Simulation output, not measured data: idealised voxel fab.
process module | voxel gate over fins
Square cells of 5 nm make up the cross-section cut, whose width is 240 nm.
Notation: cross-section as square-cell grid; stated in bands, top first, going down; one or more cell rows per band.
Band: top height; bottom height; in nm. Then, left to right: material with width in nm, for each material. "throughout": a single material spanning edge to edge. "blank": empty space.
For the purposes of this specification, 0 denotes the height below which the wafer in its as-received condition is composed wholly of one material, and the lowermost band, lacking a lower limit, extends downward without end, as expressed in "0 nm and below".
It should be noted that a width expressed as "30..40" varies in equal increments from row to row of cells within the band, taking the value of the first number at the top row and that of the second number at the bottom row.
"stayed the same" (step): cross-section cells unchanged, all of them.
"Closed internal voids" contains a list of empty spaces, each no smaller than 8 cells and without an open way to the top, written in the form width x height at distance with the distance from the left edge and all three in nm.
On a step's line, text after the settings is the simulator commenting on that step.
overlay nm: on a step with a mask, how far right of its planned place the mask lay; negative means left.

[Process steps foreseen in the plan]
step 1: RECEIVE (material Si)
step 2: CONFORMAL_DEP (material SiN; thk nm 10)
step 3: MASKED_ETCH (tone cover; mask id FINS; width nm 15; pitch nm 50; etch materials SiN; depth nm 10; overlay nm 0)
step 4: MASKED_ETCH (tone cover; mask id FINS; width nm 15; pitch nm 50; etch materials Si; depth nm 40; overlay nm 0)
step 5: FILL_DEP (material SiO2; thk nm 5)
step 6: CMP (height nm 10)
step 7: MASKED_ETCH (tone open; mask id RAIL; width nm 15; etch materials SiO2; depth nm 45; overlay nm 0)
step 8: CONFORMAL_DEP (material TiN; thk nm 5)
step 9: FILL_DEP (material Ru; thk nm 5)
step 10: CMP (height nm 10)
step 11: SELECTIVE_ETCH (etch materials W Ru TiN; depth nm 30)
step 12: FILL_DEP (material SiO2; thk nm 5)
step 13: CMP (height nm 10)
step 14: SELECTIVE_ETCH (etch materials SiO2; depth nm 20)
step 15: STRIP (etch materials SiN)
step 16: CONFORMAL_DEP (material HfO2; thk nm 5)
step 17: CONFORMAL_DEP (material TiN; thk nm 5)
step 18: FILL_DEP (material W; thk nm 15)
step 19: CMP (height nm 20)
step 20: CONFORMAL_DEP (material SiN; thk nm 10)

[First out of two wafers; run went to plan]

[Received-state cross-section, reflecting completion of step 1]
* 0 nm and below = Si throughout
* Closed internal voids: none

[Wafer after step 2 (cross-section)]
* 10 nm to 0 nm = SiN throughout
* Anything lower than 0 is untouched.

[Wafer after step 3 (cross-section)]
* 10 nm to 0 nm = blank (60), then SiN (15), then blank (35), then SiN (15), then blank (35), then SiN (15), then blank (65)
* Anything lower than 0 is untouched.

[Wafer after step 4 (cross-section)]
* 10 nm to 0 nm = blank (60), then SiN (15), then blank (35), then SiN (15), then blank (35), then SiN (15), then blank (65)
* 0 nm to -40 nm = blank (60), then Si (15), then blank (35), then Si (15), then blank (35), then Si (15), then blank (65)
* Anything lower than -40 is untouched.

[Wafer after step 5 (cross-section)]
* 15 nm to 10 nm = SiO2 throughout
* 10 nm to 0 nm = SiO2 (60), then SiN (15), then SiO2 (35), then SiN (15), then SiO2 (35), then SiN (15), then SiO2 (65)
* 0 nm to -40 nm = SiO2 (60), then Si (15), then SiO2 (35), then Si (15), then SiO2 (35), then Si (15), then SiO2 (65)
* Anything lower than -40 is untouched.

[Wafer after step 6 (cross-section)]
* 10 nm to 0 nm = SiO2 (60), then SiN (15), then SiO2 (35), then SiN (15), then SiO2 (35), then SiN (15), then SiO2 (65)
* Anything lower than 0 is untouched.

[Wafer after step 7 (cross-section)]
* 10 nm to 0 nm = SiO2 (60), then SiN (15), then SiO2 (10), then blank (15), then SiO2 (10), then SiN (15), then SiO2 (35), then SiN (15), then SiO2 (65)
* 0 nm to -35 nm = SiO2 (60), then Si (15), then SiO2 (10), then blank (15), then SiO2 (10), then Si (15), then SiO2 (35), then Si (15), then SiO2 (65)
* Anything lower than -35 is untouched.

[Wafer after step 8 (cross-section)]
* 15 nm to 10 nm = TiN (90), then blank (5), then TiN (145)
* 10 nm to 0 nm = SiO2 (60), then SiN (15), then SiO2 (10), then TiN (5), then blank (5), then TiN (5), then SiO2 (10), then SiN (15), then SiO2 (35), then SiN (15), then SiO2 (65)
* 0 nm to -30 nm = SiO2 (60), then Si (15), then SiO2 (10), then TiN (5), then blank (5), then TiN (5), then SiO2 (10), then Si (15), then SiO2 (35), then Si (15), then SiO2 (65)
* -30 nm to -35 nm = SiO2 (60), then Si (15), then SiO2 (10), then TiN (15), then SiO2 (10), then Si (15), then SiO2 (35), then Si (15), then SiO2 (65)
* Anything lower than -35 is untouched.

[Wafer after step 9 (cross-section)]
* 20 nm to 15 nm = Ru throughout
* 15 nm to 10 nm = TiN (90), then Ru (5), then TiN (145)
* 10 nm to 0 nm = SiO2 (60), then SiN (15), then SiO2 (10), then TiN (5), then Ru (5), then TiN (5), then SiO2 (10), then SiN (15), then SiO2 (35), then SiN (15), then SiO2 (65)
* 0 nm to -30 nm = SiO2 (60), then Si (15), then SiO2 (10), then TiN (5), then Ru (5), then TiN (5), then SiO2 (10), then Si (15), then SiO2 (35), then Si (15), then SiO2 (65)
* Anything lower than -30 is untouched.

[Wafer after step 10 (cross-section)]
* 10 nm to 0 nm = SiO2 (60), then SiN (15), then SiO2 (10), then TiN (5), then Ru (5), then TiN (5), then SiO2 (10), then SiN (15), then SiO2 (35), then SiN (15), then SiO2 (65)
* Anything lower than 0 is untouched.

[Wafer after step 11 (cross-section)]
* 10 nm to 0 nm = SiO2 (60), then SiN (15), then SiO2 (10), then blank (15), then SiO2 (10), then SiN (15), then SiO2 (35), then SiN (15), then SiO2 (65)
* 0 nm to -20 nm = SiO2 (60), then Si (15), then SiO2 (10), then blank (15), then SiO2 (10), then Si (15), then SiO2 (35), then Si (15), then SiO2 (65)
* Anything lower than -20 is untouched.

[Wafer after step 12 (cross-section)]
* 15 nm to 10 nm = SiO2 throughout
* 10 nm to 0 nm = SiO2 (60), then SiN (15), then SiO2 (35), then SiN (15), then SiO2 (35), then SiN (15), then SiO2 (65)
* 0 nm to -20 nm = SiO2 (60), then Si (15), then SiO2 (35), then Si (15), then SiO2 (35), then Si (15), then SiO2 (65)
* Anything lower than -20 is untouched.

[Wafer after step 13 (cross-section)]
* 10 nm to 0 nm = SiO2 (60), then SiN (15), then SiO2 (35), then SiN (15), then SiO2 (35), then SiN (15), then SiO2 (65)
* Anything lower than 0 is untouched.

[Wafer after step 14 (cross-section)]
* 10 nm to 0 nm = blank (60), then SiN (15), then blank (35), then SiN (15), then blank (35), then SiN (15), then blank (65)
* 0 nm to -10 nm = blank (60), then Si (15), then blank (35), then Si (15), then blank (35), then Si (15), then blank (65)
* Anything lower than -10 is untouched.

[Wafer after step 15 (cross-section)]
* 0 nm to -10 nm = blank (60), then Si (15), then blank (35), then Si (15), then blank (35), then Si (15), then blank (65)
* Anything lower than -10 is untouched.

[Wafer after step 16 (cross-section)]
* 5 nm to 0 nm = blank (55), then HfO2 (25), then blank (25), then HfO2 (25), then blank (25), then HfO2 (25), then blank (60)
* 0 nm to -5 nm = blank (55), then HfO2 (5), then Si (15), then HfO2 (5), then blank (25), then HfO2 (5), then Si (15), then HfO2 (5), then blank (25), then HfO2 (5), then Si (15), then HfO2 (5), then blank (60)
* -5 nm to -10 nm = HfO2 (60), then Si (15), then HfO2 (35), then Si (15), then HfO2 (35), then Si (15), then HfO2 (65)
* Anything lower than -10 is untouched.

[Wafer after step 17 (cross-section)]
* 10 nm to 5 nm = blank (50), then TiN (35), then blank (15), then TiN (35), then blank (15), then TiN (35), then blank (55)
* 5 nm to 0 nm = blank (50), then TiN (5), then HfO2 (25), then TiN (5), then blank (15), then TiN (5), then HfO2 (25), then TiN (5), then blank (15), then TiN (5), then HfO2 (25), then TiN (5), then blank (55)
* 0 nm to -5 nm = TiN (55), then HfO2 (5), then Si (15), then HfO2 (5), then TiN (25), then HfO2 (5), then Si (15), then HfO2 (5), then TiN (25), then HfO2 (5), then Si (15), then HfO2 (5), then TiN (60)
* Anything lower than -5 is untouched.

[Wafer after step 18 (cross-section)]
* 25 nm to 10 nm = W throughout
* 10 nm to 5 nm = W (50), then TiN (35), then W (15), then TiN (35), then W (15), then TiN (35), then W (55)
* 5 nm to 0 nm = W (50), then TiN (5), then HfO2 (25), then TiN (5), then W (15), then TiN (5), then HfO2 (25), then TiN (5), then W (15), then TiN (5), then HfO2 (25), then TiN (5), then W (55)
* Anything lower than 0 is untouched.

[Wafer after step 19 (cross-section)]
* 20 nm to 10 nm = W throughout
* Anything lower than 10 is untouched.

[Wafer after step 20 (cross-section)]
* 30 nm to 20 nm = SiN throughout
* Anything lower than 20 is untouched.

[Okay, second wafer. Nothing different at the start, nothing different in the plan, just one mistake somewhere in the running. As far as step 13, counting that step, it's the first wafer all over again]

[Look at the second wafer in cross-section at the time step 14 ought to have finished]
* 10 nm to 0 nm = blank (60), then SiN (15), then blank (35), then SiN (15), then blank (35), then SiN (15), then blank (65)
* 0 nm to -20 nm = blank (60), then Si (15), then blank (35), then Si (15), then blank (35), then Si (15), then blank (65)
* -20 nm to -30 nm = blank (60), then Si (15), then blank (10), then TiN (5), then Ru (5), then TiN (5), then blank (10), then Si (15), then blank (35), then Si (15), then blank (65)
* Anything lower than -30 is untouched.

[Look at the second wafer in cross-section at the time step 15 ought to have finished]
* 0 nm to -20 nm = blank (60), then Si (15), then blank (35), then Si (15), then blank (35), then Si (15), then blank (65)
* Anything lower than -20 is untouched.

[Look at the second wafer in cross-section at the time step 16 ought to have finished]
* 5 nm to 0 nm = blank (55), then HfO2 (25), then blank (25), then HfO2 (25), then blank (25), then HfO2 (25), then blank (60)
* 0 nm to -15 nm = blank (55), then HfO2 (5), then Si (15), then HfO2 (5), then blank (25), then HfO2 (5), then Si (15), then HfO2 (5), then blank (25), then HfO2 (5), then Si (15), then HfO2 (5), then blank (60)
* -15 nm to -20 nm = blank (55), then HfO2 (5), then Si (15), then HfO2 (35), then Si (15), then HfO2 (5), then blank (25), then HfO2 (5), then Si (15), then HfO2 (5), then blank (60)
* -20 nm to -25 nm = blank (55), then HfO2 (5), then Si (15), then HfO2 (10), then TiN (5), then Ru (5), then TiN (5), then HfO2 (10), then Si (15), then HfO2 (5), then blank (25), then HfO2 (5), then Si (15), then HfO2 (5), then blank (60)
* -25 nm to -30 nm = HfO2 (60), then Si (15), then HfO2 (10), then TiN (5), then Ru (5), then TiN (5), then HfO2 (10), then Si (15), then HfO2 (35), then Si (15), then HfO2 (65)
* Anything lower than -30 is untouched.

[Look at the second wafer in cross-section at the time step 17 ought to have finished]
* 10 nm to 5 nm = blank (50), then TiN (35), then blank (15), then TiN (35), then blank (15), then TiN (35), then blank (55)
* 5 nm to 0 nm = blank (50), then TiN (5), then HfO2 (25), then TiN (5), then blank (15), then TiN (5), then HfO2 (25), then TiN (5), then blank (15), then TiN (5), then HfO2 (25), then TiN (5), then blank (55)
* 0 nm to -10 nm = blank (50), then TiN (5), then HfO2 (5), then Si (15), then HfO2 (5), then TiN (5), then blank (15), then TiN (5), then HfO2 (5), then Si (15), then HfO2 (5), then TiN (5), then blank (15), then TiN (5), then HfO2 (5), then Si (15), then HfO2 (5), then TiN (5), then blank (55)
* -10 nm to -15 nm = blank (50), then TiN (5), then HfO2 (5), then Si (15), then HfO2 (5), then TiN (25), then HfO2 (5), then Si (15), then HfO2 (5), then TiN (5), then blank (15), then TiN (5), then HfO2 (5), then Si (15), then HfO2 (5), then TiN (5), then blank (55)
* -15 nm to -20 nm = blank (50), then TiN (5), then HfO2 (5), then Si (15), then HfO2 (35), then Si (15), then HfO2 (5), then TiN (5), then blank (15), then TiN (5), then HfO2 (5), then Si (15), then HfO2 (5), then TiN (5), then blank (55)
* -20 nm to -25 nm = TiN (55), then HfO2 (5), then Si (15), then HfO2 (10), then TiN (5), then Ru (5), then TiN (5), then HfO2 (10), then Si (15), then HfO2 (5), then TiN (25), then HfO2 (5), then Si (15), then HfO2 (5), then TiN (60)
* Anything lower than -25 is untouched.

[Look at the second wafer in cross-section at the time step 18 ought to have finished]
* 25 nm to 10 nm = W throughout
* 10 nm to 5 nm = W (50), then TiN (35), then W (15), then TiN (35), then W (15), then TiN (35), then W (55)
* 5 nm to 0 nm = W (50), then TiN (5), then HfO2 (25), then TiN (5), then W (15), then TiN (5), then HfO2 (25), then TiN (5), then W (15), then TiN (5), then HfO2 (25), then TiN (5), then W (55)
* 0 nm to -10 nm = W (50), then TiN (5), then HfO2 (5), then Si (15), then HfO2 (5), then TiN (5), then W (15), then TiN (5), then HfO2 (5), then Si (15), then HfO2 (5), then TiN (5), then W (15), then TiN (5), then HfO2 (5), then Si (15), then HfO2 (5), then TiN (5), then W (55)
* -10 nm to -15 nm = W (50), then TiN (5), then HfO2 (5), then Si (15), then HfO2 (5), then TiN (25), then HfO2 (5), then Si (15), then HfO2 (5), then TiN (5), then W (15), then TiN (5), then HfO2 (5), then Si (15), then HfO2 (5), then TiN (5), then W (55)
* -15 nm to -20 nm = W (50), then TiN (5), then HfO2 (5), then Si (15), then HfO2 (35), then Si (15), then HfO2 (5), then TiN (5), then W (15), then TiN (5), then HfO2 (5), then Si (15), then HfO2 (5), then TiN (5), then W (55)
* Anything lower than -20 is untouched.

[Look at the second wafer in cross-section at the time step 19 ought to have finished]
* 20 nm to 10 nm = W throughout
* Anything lower than 10 is untouched.

[Look at the second wafer in cross-section at the time step 20 ought to have finished]
* 30 nm to 20 nm = SiN throughout
* Anything lower than 20 is untouched.
What was the processing mistake? step 14 in the plan was executed twice
End of process, cell counts, second wafer against first, materials with more or fewer: HfO2 +28, SiO2 -150, TiN +20, W +102
